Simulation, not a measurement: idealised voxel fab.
The name of this process module is voxel trench capacitor.
Cross-section cut: width 150 nm, square cells of 5 nm.
Bands, listed from the top down, are how a cross-section gets written in this document; the cross-section itself is a grid of square cells, and a band is one or more rows of them.
For a band, the entry starts with two heights in nm, that of the top and then that of the bottom, and carries on with the band's materials in order from left to right, each alongside its width in nm; the word "throughout" beside a single material means it fills the band edge to edge, and "empty" means empty space.
Where do heights start? At 0: under that level the wafer as delivered is made of one material only. And the lowest band has no floor; it just carries on downward, as in "0 and below".
Width: "30->40" (first number = top row, second number = bottom row, same change from row to row of cells).
"nothing different" for a step: no cell of the cross-section changed in that step.
Under "Tabulated closed voids" you'll find the enclosed gaps, the ones with no way out to the top, that are 8 cells or bigger; each reads width x height at distance, with distance counted from the left edge, everything in nm.
The remark found on a step's line after its settings is issued by the simulator itself and pertains to that step.
A step's line can hold "overlay nm"; with a mask on that step, the setting says how far right of the planned place the mask lay, while a negative setting says it lay to the left.

-- Listed below are the process steps as planned
1. RECEIVE [material Si]
2. CONFORMAL_DEP [material SiN] [thk nm 5]
3. PATTERN [tone open] [mask id TRENCH] [material resist] [width nm 20] [pitch nm 40] [thk nm 15] [overlay nm 0]
4. DIRECTIONAL_ETCH [etch materials SiN] [depth nm 5]
5. DIRECTIONAL_ETCH [etch materials Si] [depth nm 35]
6. STRIP [etch materials resist]
7. CONFORMAL_DEP [material SiO2] [thk nm 5]
8. FILL_DEP [material polySi] [thk nm 5]
9. CMP [height nm 5]

-- What follows covers the first of two wafers; it ran as planned

-- Wafer at receipt (post step 1), cross-section
    0 and below: Si throughout
    Tabulated closed voids: none

-- State of the wafer after step 2, shown in cross-section
    5 down to 0: SiN throughout
    below 0: unchanged

-- State of the wafer after step 3, shown in cross-section
    20 down to 5: resist=25 | empty=20 | resist=20 | empty=20 | resist=20 | empty=20 | resist=25
    below 5: unchanged

-- State of the wafer after step 4, shown in cross-section
    20 down to 5: resist=25 | empty=20 | resist=20 | empty=20 | resist=20 | empty=20 | resist=25
    5 down to 0: SiN=25 | empty=20 | SiN=20 | empty=20 | SiN=20 | empty=20 | SiN=25
    below 0: unchanged

-- State of the wafer after step 5, shown in cross-section
    20 down to 5: resist=25 | empty=20 | resist=20 | empty=20 | resist=20 | empty=20 | resist=25
    5 down to 0: SiN=25 | empty=20 | SiN=20 | empty=20 | SiN=20 | empty=20 | SiN=25
    0 down to -35: Si=25 | empty=20 | Si=20 | empty=20 | Si=20 | empty=20 | Si=25
    below -35: unchanged

-- State of the wafer after step 6, shown in cross-section
    5 down to 0: SiN=25 | empty=20 | SiN=20 | empty=20 | SiN=20 | empty=20 | SiN=25
    below 0: unchanged

-- State of the wafer after step 7, shown in cross-section
    10 down to 5: SiO2=30 | empty=10 | SiO2=30 | empty=10 | SiO2=30 | empty=10 | SiO2=30
    5 down to 0: SiN=25 | SiO2=5 | empty=10 | SiO2=5 | SiN=20 | SiO2=5 | empty=10 | SiO2=5 | SiN=20 | SiO2=5 | empty=10 | SiO2=5 | SiN=25
    0 down to -30: Si=25 | SiO2=5 | empty=10 | SiO2=5 | Si=20 | SiO2=5 | empty=10 | SiO2=5 | Si=20 | SiO2=5 | empty=10 | SiO2=5 | Si=25
    -30 down to -35: Si=25 | SiO2=20 | Si=20 | SiO2=20 | Si=20 | SiO2=20 | Si=25
    below -35: unchanged

-- State of the wafer after step 8, shown in cross-section
    15 down to 10: polySi throughout
    10 down to 5: SiO2=30 | polySi=10 | SiO2=30 | polySi=10 | SiO2=30 | polySi=10 | SiO2=30
    5 down to 0: SiN=25 | SiO2=5 | polySi=10 | SiO2=5 | SiN=20 | SiO2=5 | polySi=10 | SiO2=5 | SiN=20 | SiO2=5 | polySi=10 | SiO2=5 | SiN=25
    0 down to -30: Si=25 | SiO2=5 | polySi=10 | SiO2=5 | Si=20 | SiO2=5 | polySi=10 | SiO2=5 | Si=20 | SiO2=5 | polySi=10 | SiO2=5 | Si=25
    below -30: unchanged

-- State of the wafer after step 9, shown in cross-section
    5 down to 0: SiN=25 | SiO2=5 | polySi=10 | SiO2=5 | SiN=20 | SiO2=5 | polySi=10 | SiO2=5 | SiN=20 | SiO2=5 | polySi=10 | SiO2=5 | SiN=25
    below 0: unchanged

-- Companion wafer, the second of two: same beginning, same intended sequence, one mistake in carrying it out; through step 4 inclusive it tracks the first exactly

-- Cross-section: second wafer, time at which step 5 was scheduled to end
    5 down to 0: SiN=25 | empty=20 | SiN=20 | empty=20 | SiN=20 | empty=20 | SiN=25
    below 0: unchanged

-- Cross-section: second wafer, time at which step 6 was scheduled to end
    5 down to 0: SiN=25 | empty=20 | SiN=20 | empty=20 | SiN=20 | empty=20 | SiN=25
    0 down to -35: Si=25 | empty=20 | Si=20 | empty=20 | Si=20 | empty=20 | Si=25
    below -35: unchanged

-- Cross-section: second wafer, time at which step 7 was scheduled to end
    10 down to 5: SiO2=30 | empty=10 | SiO2=30 | empty=10 | SiO2=30 | empty=10 | SiO2=30
    5 down to 0: SiN=25 | SiO2=5 | empty=10 | SiO2=5 | SiN=20 | SiO2=5 | empty=10 | SiO2=5 | SiN=20 | SiO2=5 | empty=10 | SiO2=5 | SiN=25
    0 down to -30: Si=25 | SiO2=5 | empty=10 | SiO2=5 | Si=20 | SiO2=5 | empty=10 | SiO2=5 | Si=20 | SiO2=5 | empty=10 | SiO2=5 | Si=25
    -30 down to -35: Si=25 | SiO2=20 | Si=20 | SiO2=20 | Si=20 | SiO2=20 | Si=25
    below -35: unchanged

-- Cross-section: second wafer, time at which step 8 was scheduled to end
    15 down to 10: polySi throughout
    10 down to 5: SiO2=30 | polySi=10 | SiO2=30 | polySi=10 | SiO2=30 | polySi=10 | SiO2=30
    5 down to 0: SiN=25 | SiO2=5 | polySi=10 | SiO2=5 | SiN=20 | SiO2=5 | polySi=10 | SiO2=5 | SiN=20 | SiO2=5 | polySi=10 | SiO2=5 | SiN=25
    0 down to -30: Si=25 | SiO2=5 | polySi=10 | SiO2=5 | Si=20 | SiO2=5 | polySi=10 | SiO2=5 | Si=20 | SiO2=5 | polySi=10 | SiO2=5 | Si=25
    below -30: unchanged

-- Cross-section: second wafer, time at which step 9 was scheduled to end
    5 down to 0: SiN=25 | SiO2=5 | polySi=10 | SiO2=5 | SiN=20 | SiO2=5 | polySi=10 | SiO2=5 | SiN=20 | SiO2=5 | polySi=10 | SiO2=5 | SiN=25
    below 0: unchanged
Deviation noted in wafer processing: transposition of steps 5 and 6 relative to the planned sequence
Since the two wafers finish with cross-sections that are the same, nothing this model computes is changed by the mistake.
